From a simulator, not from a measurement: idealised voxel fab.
voxel wiring stack: a process module
Section cut is 160 nm wide and gridded with 5 nm square cells.
Cross-sections here: square-cell grids, written as top-down lists of bands, a band being one or more rows of cells.
It is stipulated that each band's entry specify, in nanometres, the height of the top of the band and then that of its bottom, followed by the materials of the band in left-to-right sequence, each together with its width in nanometres. A single material marked by the word "full width" is understood to fill the band from edge to edge; the word "air" is understood to denote empty space.
The reference from which all heights are counted is 0, the level beneath which the as-received wafer is entirely one material; the lowest band, having no lower bound, proceeds downward and is written after the example "0 nm and below".
With a width like "30..40", each row of cells in the band differs from the next by the same amount, the top row carrying the first number and the bottom row the second.
"remained unchanged" for a step: no cell of the cross-section changed in that step.
"Enclosed cavities" lists enclosed empty spaces (at least 8 cells, no open path upward to the top), each as width x height at distance from the left edge, in nm.
Heads up: the bit after the settings on a step's line is the simulator's remark on that step.
The "overlay nm" setting may appear on a step's line; for a step that uses a mask, it gives how far to the right of its planned position the mask lay, and a negative value indicates the left.
# Planned process steps
- 1: op RECEIVE | material Si
- 2: op CONFORMAL_DEP | material SiO2 | thk nm 15
- 3: op DIRECTIONAL_DEP | material TiN | thk nm 5
- 4: op DIRECTIONAL_DEP | material W | thk nm 20
- 5: op MASKED_ETCH | tone cover | mask id METAL_1 | width nm 20 | pitch nm 50 | etch materials W | depth nm 20 | overlay nm 0
- 6: op MASKED_ETCH | tone cover | mask id METAL_1 | width nm 20 | pitch nm 50 | etch materials TiN | depth nm 5 | overlay nm 0
- 7: op FILL_DEP | material SiO2 | thk nm 10
- 8: op CMP | height nm 40
- 9: op CONFORMAL_DEP | material SiCN | thk nm 5
- 10: op DIRECTIONAL_DEP | material SiO2 | thk nm 20
- 11: op DIRECTIONAL_DEP | material aC | thk nm 15
- 12: op PATTERN | tone open | mask id PLUG_1 | material resist | width nm 15 | pitch nm 50 | thk nm 35 | overlay nm 0
- 13: op DIRECTIONAL_ETCH | etch materials aC | depth nm 15
- 14: op STRIP | etch materials resist
- 15: op DIRECTIONAL_ETCH | etch materials SiO2 | depth nm 20
- 16: op DIRECTIONAL_ETCH | etch materials SiCN | depth nm 5
- 17: op STRIP | etch materials aC
- 18: op EPI | material Ru | thk nm 10
- 19: op EPI | material Ru | thk nm 10
- 20: op EPI | material Ru | thk nm 5
- 21: op DIRECTIONAL_DEP | material TiN | thk nm 5
- 22: op DIRECTIONAL_DEP | material Ru | thk nm 25
- 23: op PATTERN | tone cover | mask id METAL_2 | material resist | width nm 20 | pitch nm 50 | thk nm 15 | overlay nm 0
- 24: op DIRECTIONAL_ETCH | etch materials Ru | depth nm 25
- 25: op DIRECTIONAL_ETCH | etch materials TiN | depth nm 5
- 26: op STRIP | etch materials resist
- 27: op FILL_DEP | material SiO2 | thk nm 10
- 28: op CMP | height nm 95
- 29: op CONFORMAL_DEP | material SiCN | thk nm 5
# This is the cross-section of the wafer as we received it, i.e. after step 1
> 0 nm and below = Si full width
> Enclosed cavities: none
# Look at the cross-section after the module: the wafer started out the way shown above and the plan was the one shown above, yet one mistake was made along the way
> 100 nm to 95 nm = SiCN full width
> 95 nm to 70 nm = SiO2 35, then Ru 5, then SiO2 45, then Ru 5, then SiO2 45, then Ru 5, then SiO2 20
> 70 nm to 65 nm = SiO2 20, then Ru 15, then TiN 5, then SiO2 30, then Ru 15, then TiN 5, then SiO2 30, then Ru 15, then TiN 5, then SiO2 20
> 65 nm to 45 nm = SiO2 20, then Ru 15, then SiO2 35, then Ru 15, then SiO2 35, then Ru 15, then SiO2 25
> 45 nm to 40 nm = SiCN 20, then TiN 15, then SiCN 35, then TiN 15, then SiCN 35, then TiN 15, then SiCN 25
> 40 nm to 20 nm = W 20, then SiO2 20, then W 30, then SiO2 20, then W 30, then SiO2 20, then W 20
> 20 nm to 15 nm = TiN full width
> 15 nm to 0 nm = SiO2 full width
> 0 nm and below = Si full width
> Enclosed cavities: none
Deviation from plan: step 5 went in with a setting other than planned; the actual run was op MASKED_ETCH | tone open | mask id METAL_1 | width nm 20 | pitch nm 50 | etch materials W | depth nm 20 | overlay nm 0
